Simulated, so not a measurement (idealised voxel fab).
Name of the process module below: voxel capacitor over wiring
FYI the section here is cut, 160 nm wide, cells are 5 nm squares.
How to read a cross-section here: the picture is a grid of square cells, written as bands going from the top down, and any band can span one or more rows of cells. Basically the band line says how high the top is and how high the bottom is, in nm, and then what's in it from left to right, every material with its width in nm. Empty space shows up as "empty", and if a single material carries "everywhere" it runs the full band edge to edge. Convention: height 0 is the level below which the wafer, as received, is all one material. The lowest band does not terminate at the bottom but continues downward, represented as "top 0, no bottom". Graded width ("30..40"): value in top row of band = first number; value in bottom row = second number; row-to-row change constant. Key: "identical to before" - step with no changed cell in the cross-section. Listed in "Voids, sealed": every empty space of 8 or more cells without an open way to the top. Form: width x height at distance, the distance being from the left edge, all in nm. Step line, after settings: the simulator's comment on this step. If you see "overlay nm" on a step's line and that step has a mask, it's telling you how far right of where it was planned the mask ended up; a negative number means it went left instead.
**Set out below are the planned steps of the process**
step 1: RECEIVE with material Si
step 2: CONFORMAL_DEP with material SiO2, thk nm 10
step 3: CONFORMAL_DEP with material SiCN, thk nm 5
step 4: DIRECTIONAL_DEP with material SiO2, thk nm 25
step 5: MASKED_ETCH with tone open, mask id METAL_1, width nm 20, pitch nm 75, etch materials SiO2, depth nm 25, overlay nm 0
step 6: MASKED_ETCH with tone open, mask id METAL_1, width nm 20, pitch nm 75, etch materials SiCN, depth nm 5, overlay nm 0
step 7: CONFORMAL_DEP with material TiN, thk nm 5
step 8: FILL_DEP with material Cu, thk nm 5
step 9: CMP with height nm 40
step 10: CONFORMAL_DEP with material SiCN, thk nm 5
step 11: DIRECTIONAL_DEP with material lowk, thk nm 20
step 12: DIRECTIONAL_DEP with material aC, thk nm 15
step 13: PATTERN with tone open, mask id PLUG_1, material resist, width nm 15, thk nm 35, overlay nm 0
step 14: DIRECTIONAL_ETCH with etch materials aC, depth nm 15
step 15: STRIP with etch materials resist
step 16: DIRECTIONAL_ETCH with etch materials lowk, depth nm 20
step 17: DIRECTIONAL_ETCH with etch materials SiCN, depth nm 5
step 18: STRIP with etch materials aC
step 19: EPI with material Ru, thk nm 10
step 20: EPI with material Ru, thk nm 10
step 21: EPI with material Ru, thk nm 5
step 22: DIRECTIONAL_DEP with material TiN, thk nm 10
step 23: DIRECTIONAL_DEP with material Al2O3, thk nm 5
step 24: DIRECTIONAL_DEP with material TiN, thk nm 5
step 25: PATTERN with tone cover, mask id UPPER_PLATE, material resist, width nm 60, thk nm 15, overlay nm 0
step 26: DIRECTIONAL_ETCH with etch materials TiN, depth nm 5
step 27: DIRECTIONAL_ETCH with etch materials Al2O3, depth nm 5
step 28: STRIP with etch materials resist
step 29: PATTERN with tone cover, mask id LOWER_PLATE, material resist, width nm 70, thk nm 15, overlay nm 0
step 30: DIRECTIONAL_ETCH with etch materials TiN, depth nm 10
step 31: STRIP with etch materials resist
step 32: FILL_DEP with material SiO2, thk nm 20
step 33: CMP with height nm 100
step 34: DIRECTIONAL_DEP with material aC, thk nm 15
step 35: PATTERN with tone open, mask id PLUG_2, material resist, width nm 15, thk nm 30, overlay nm 0
step 36: DIRECTIONAL_ETCH with etch materials aC, depth nm 15
step 37: STRIP with etch materials resist
step 38: DIRECTIONAL_ETCH with etch materials SiO2, depth nm 15
step 39: STRIP with etch materials aC
step 40: CONFORMAL_DEP with material TiN, thk nm 5
step 41: FILL_DEP with material Cu, thk nm 5
step 42: CMP with height nm 100
step 43: CONFORMAL_DEP with material SiCN, thk nm 5
**Cross-section of the wafer at receipt, which is the condition after step 1**
> top 0, no bottom: Si everywhere
> Voids, sealed: none
**Cross-section, end of module. Start: as above. Plan: as above. Execution: one mistake**
> top 105, bottom 100: SiCN everywhere
> top 100, bottom 90: 45 nm SiO2; 5 nm TiN; 5 nm Cu; 5 nm TiN; 100 nm SiO2
> top 90, bottom 80: 45..35 nm SiO2; 15..60 nm TiN; 100..65 nm SiO2
> top 80, bottom 75: Ru everywhere
> top 75, bottom 65: TiN everywhere
> top 65, bottom 45: 35 nm lowk; 15 nm Ru; 110 nm lowk
> top 45, bottom 40: 35 nm SiCN; 15 nm Ru; 110 nm SiCN
> top 40, bottom 15: 30 nm SiO2; 5 nm TiN; 10 nm Cu; 5 nm TiN; 55 nm SiO2; 5 nm TiN; 10 nm Cu; 5 nm TiN; 35 nm SiO2
> top 15, bottom 10: 30 nm SiCN; 20 nm TiN; 55 nm SiCN; 20 nm TiN; 35 nm SiCN
> top 10, bottom 0: SiO2 everywhere
> top 0, no bottom: Si everywhere
> Voids, sealed: none
Nonconformance to the process plan: step 23 was processed under conditions differing from the plan, specifically as DIRECTIONAL_DEP with material Ru, thk nm 5
